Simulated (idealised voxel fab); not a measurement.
You're looking at the process module voxel transistor to metal.
This is section cut - it's 290 nm across, gridded in 5 nm square cells.
Format of a cross-section: grid, square cells. Given as bands. Order: top down. Band: one or more rows of cells.
This entry defines a band. It first specifies the height of the band's top and the height of its bottom in nm, and then specifies the band's materials from left to right, stating each material with its width in nm. The word "all across" identifies a single material that fills the band from edge to edge, while the word "air" identifies empty space.
Below 0: as-received wafer, all one material; heights counted from there. Lowest band: no bottom, goes on down, written "top 0, no bottom".
Think of "30 to 40" as a width that walks from the first number to the second as you go down the band, top row to bottom row, taking equal-sized steps from row to row.
Reading "no change" for a step: not a cell of the cross-section changed in it.
"Internal closed voids": sealed empty spaces, 8 cells or more, no open way to top, listed width x height at distance, with distance from the left edge and width, height and distance in nm.
Anything after a step's settings on that line? It's the simulator's own note about the step.
The "overlay nm" setting may appear on a step's line; for a step that uses a mask, it gives how far to the right of its planned position the mask lay, and a negative value indicates the left.
The process steps that were planned are listed below:
1,RECEIVE,material Si
2,OXIDIZE,depth nm 5
3,CONFORMAL_DEP,material SiN,thk nm 10
4,PATTERN,tone cover,mask id ACTIVE,material resist,width nm 115,pitch nm 140,thk nm 15,overlay nm 0
5,DIRECTIONAL_ETCH,etch materials SiN,depth nm 10
6,DIRECTIONAL_ETCH,etch materials SiO2,depth nm 5
7,DIRECTIONAL_ETCH,etch materials Si,depth nm 35
8,STRIP,etch materials resist
9,FILL_DEP,material SiO2,thk nm 10
10,CMP,height nm 10
11,SELECTIVE_ETCH,etch materials SiO2,depth nm 10
12,STRIP,etch materials SiN
13,SELECTIVE_ETCH,etch materials SiO2,depth nm 5
14,OXIDIZE,depth nm 5
15,DIRECTIONAL_DEP,material polySi,thk nm 20
16,DIRECTIONAL_DEP,material SiCN,thk nm 15
17,PATTERN,tone cover,mask id GATE,material resist,width nm 25,pitch nm 140,thk nm 15,overlay nm 0
18,DIRECTIONAL_ETCH,etch materials SiCN,depth nm 25
19,DIRECTIONAL_ETCH,etch materials polySi,depth nm 30
20,STRIP,etch materials resist
21,CONFORMAL_DEP,material SiN,thk nm 5
22,DIRECTIONAL_ETCH,etch materials SiN,depth nm 5
23,DIRECTIONAL_ETCH,etch materials SiO2,depth nm 5
24,DIRECTIONAL_ETCH,etch materials Si,depth nm 15
25,EPI,material nSi,thk nm 20
26,FILL_DEP,material SiO2,thk nm 10
27,CMP,height nm 15
28,STRIP,etch materials polySi
29,SELECTIVE_ETCH,etch materials SiO2,depth nm 5
30,CONFORMAL_DEP,material HfO2,thk nm 5
31,CONFORMAL_DEP,material TiN,thk nm 5
32,FILL_DEP,material W,thk nm 10
33,CMP,height nm 10
34,DIRECTIONAL_DEP,material SiO2,thk nm 15
35,MASKED_ETCH,tone open,mask id CONTACT,width nm 15,etch materials SiO2,depth nm 30,overlay nm 0
36,CONFORMAL_DEP,material TiN,thk nm 5
37,FILL_DEP,material Ru,thk nm 5
38,CMP,height nm 25
39,CONFORMAL_DEP,material SiN,thk nm 5
40,DIRECTIONAL_DEP,material SiO2,thk nm 20
41,DIRECTIONAL_DEP,material aC,thk nm 10
42,PATTERN,tone open,mask id METAL_1,material resist,width nm 15,thk nm 30,overlay nm 0
43,DIRECTIONAL_ETCH,etch materials aC,depth nm 10
44,STRIP,etch materials resist
45,DIRECTIONAL_ETCH,etch materials SiO2,depth nm 20
46,DIRECTIONAL_ETCH,etch materials SiN,depth nm 5
47,STRIP,etch materials aC
48,CONFORMAL_DEP,material TiN,thk nm 5
49,FILL_DEP,material Cu,thk nm 5
50,CMP,height nm 50
51,EPI,material Ru,thk nm 5
52,FILL_DEP,material SiCN,thk nm 5
As-received state of the wafer in cross-section, equivalent to post-step 1:
* top 0, no bottom: Si all across
* Internal closed voids: none
Cross-sectional view of the first of the two wafers upon completion of the module, processed in accordance with the plan:
* top 60, bottom 55: SiCN all across
* top 55, bottom 50: 20 SiCN / 25 Ru / 55 SiCN / 25 Ru / 35 SiCN / 25 Ru / 55 SiCN / 25 Ru / 25 SiCN
* top 50, bottom 30: 25 SiO2 / 5 TiN / 5 Cu / 5 TiN / 65 SiO2 / 5 TiN / 5 Cu / 5 TiN / 45 SiO2 / 5 TiN / 5 Cu / 5 TiN / 65 SiO2 / 5 TiN / 5 Cu / 5 TiN / 30 SiO2
* top 30, bottom 25: 25 SiN / 15 TiN / 65 SiN / 15 TiN / 45 SiN / 15 TiN / 65 SiN / 15 TiN / 30 SiN
* top 25, bottom 15: 25 SiO2 / 5 TiN / 5 Ru / 5 TiN / 65 SiO2 / 5 TiN / 5 Ru / 5 TiN / 45 SiO2 / 5 TiN / 5 Ru / 5 TiN / 65 SiO2 / 5 TiN / 5 Ru / 5 TiN / 30 SiO2
* top 15, bottom 10: 25 SiO2 / 15 TiN / 65 SiO2 / 15 TiN / 45 SiO2 / 15 TiN / 65 SiO2 / 15 TiN / 30 SiO2
* top 10, bottom 0: 25 SiO2 / 10 TiN / 20 nSi / 5 SiN / 5 HfO2 / 5 TiN / 5 W / 5 TiN / 5 HfO2 / 5 SiN / 20 nSi / 10 TiN / 45 SiO2 / 10 TiN / 20 nSi / 5 SiN / 5 HfO2 / 5 TiN / 5 W / 5 TiN / 5 HfO2 / 5 SiN / 20 nSi / 10 TiN / 30 SiO2
* top 0, bottom -5: 25 SiO2 / 10 TiN / 20 nSi / 5 SiN / 5 HfO2 / 15 TiN / 5 HfO2 / 5 SiN / 20 nSi / 10 TiN / 45 SiO2 / 10 TiN / 20 nSi / 5 SiN / 5 HfO2 / 15 TiN / 5 HfO2 / 5 SiN / 20 nSi / 10 TiN / 30 SiO2
* top -5, bottom -10: 10 SiO2 / 45 nSi / 35 HfO2 / 45 nSi / 15 SiO2 / 45 nSi / 35 HfO2 / 45 nSi / 15 SiO2
* top -10, bottom -25: 15 SiO2 / 40 nSi / 35 Si / 40 nSi / 25 SiO2 / 40 nSi / 35 Si / 40 nSi / 20 SiO2
* top -25, bottom -40: 15 SiO2 / 115 Si / 25 SiO2 / 115 Si / 20 SiO2
* top -40, no bottom: Si all across
* Internal closed voids: none
Second of two wafers, module complete, sectioned: it shares the first wafer's start and plan but was run with one mistake:
* top 60, bottom 55: SiCN all across
* top 55, bottom 50: 20 SiCN / 25 Ru / 55 SiCN / 25 Ru / 35 SiCN / 25 Ru / 55 SiCN / 25 Ru / 25 SiCN
* top 50, bottom 30: 25 SiO2 / 5 TiN / 5 Cu / 5 TiN / 65 SiO2 / 5 TiN / 5 Cu / 5 TiN / 45 SiO2 / 5 TiN / 5 Cu / 5 TiN / 65 SiO2 / 5 TiN / 5 Cu / 5 TiN / 30 SiO2
* top 30, bottom 25: 25 SiN / 15 TiN / 65 SiN / 15 TiN / 45 SiN / 15 TiN / 65 SiN / 15 TiN / 30 SiN
* top 25, bottom 15: 25 SiO2 / 5 TiN / 5 Ru / 5 TiN / 65 SiO2 / 5 TiN / 5 Ru / 5 TiN / 45 SiO2 / 5 TiN / 5 Ru / 5 TiN / 65 SiO2 / 5 TiN / 5 Ru / 5 TiN / 30 SiO2
* top 15, bottom 10: 25 SiO2 / 15 TiN / 65 SiO2 / 15 TiN / 45 SiO2 / 15 TiN / 65 SiO2 / 15 TiN / 30 SiO2
* top 10, bottom -5: 25 SiO2 / 10 TiN / 20 nSi / 5 SiN / 25 SiCN / 5 SiN / 20 nSi / 10 TiN / 45 SiO2 / 10 TiN / 20 nSi / 5 SiN / 25 SiCN / 5 SiN / 20 nSi / 10 TiN / 30 SiO2
* top -5, bottom -10: 10 SiO2 / 45 nSi / 35 SiO2 / 45 nSi / 15 SiO2 / 45 nSi / 35 SiO2 / 45 nSi / 15 SiO2
* top -10, bottom -25: 15 SiO2 / 40 nSi / 35 Si / 40 nSi / 25 SiO2 / 40 nSi / 35 Si / 40 nSi / 20 SiO2
* top -25, bottom -40: 15 SiO2 / 115 Si / 25 SiO2 / 115 Si / 20 SiO2
* top -40, no bottom: Si all across
* Internal closed voids: none
what went wrong: yeah, step 15 of the plan got skipped, never ran
Counted in cells at the end, the second wafer holds more or fewer of these materials than the first: -26 HfO2; +30 SiCN; +14 SiO2; -14 TiN; -4 W
